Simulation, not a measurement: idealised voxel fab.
process module | voxel lift off
cross-section cut | 155 nm wide | cells 5 nm
A cross-section is a grid of square cells, given in bands from the top down. A band is one or more rows of cells.
Each band's line starts with the height of the band's top and of its bottom, in nm. Then come its materials from left to right, each with its width in nm. One material with "throughout" fills the band from edge to edge. "air" is empty space.
Height 0 is the level under which the wafer as received is all one material. The lowest band goes on downwards, as in "0 down".
A width such as "30 to 40" changes by the same amount from each row of cells to the next, from the band's top row to its bottom row.
"no change" after a step means that no cell of the cross-section changed.
closed voids: empty space of 8 cells or more with no open way to the top, each as width x height at its distance from the left edge, in nm
after a step's settings: what the simulator itself notes on the step
overlay nm, on a step with a mask: how far to the right of its planned place the mask lay; to the left if negative
plan
1 op RECEIVE | material Si
2 op CONFORMAL_DEP | material SiO2 | thk nm 15
3 op PATTERN | tone open | mask id LINES | material resist | width nm 15 | pitch nm 50 | thk nm 30 | overlay nm 0
4 op DIRECTIONAL_DEP | material Ru | thk nm 15
5 op STRIP | etch materials resist
6 op CONFORMAL_DEP | material SiCN | thk nm 10
varied across the wafers: width nm of step 3. The plan shows the first wafer's value. All wafers start alike
first wafer as received, after step 1
  0 down: Si throughout
  closed voids: none
each wafer at the end: cells of each material gained (+) or lost (-) since it was received, then its closed voids
width nm 15 | +27 Ru | +98 SiCN | +93 SiO2 | closed voids: none
width nm 20 | +36 Ru | +98 SiCN | +93 SiO2 | closed voids: none
width nm 25 | +45 Ru | +98 SiCN | +93 SiO2 | closed voids: none
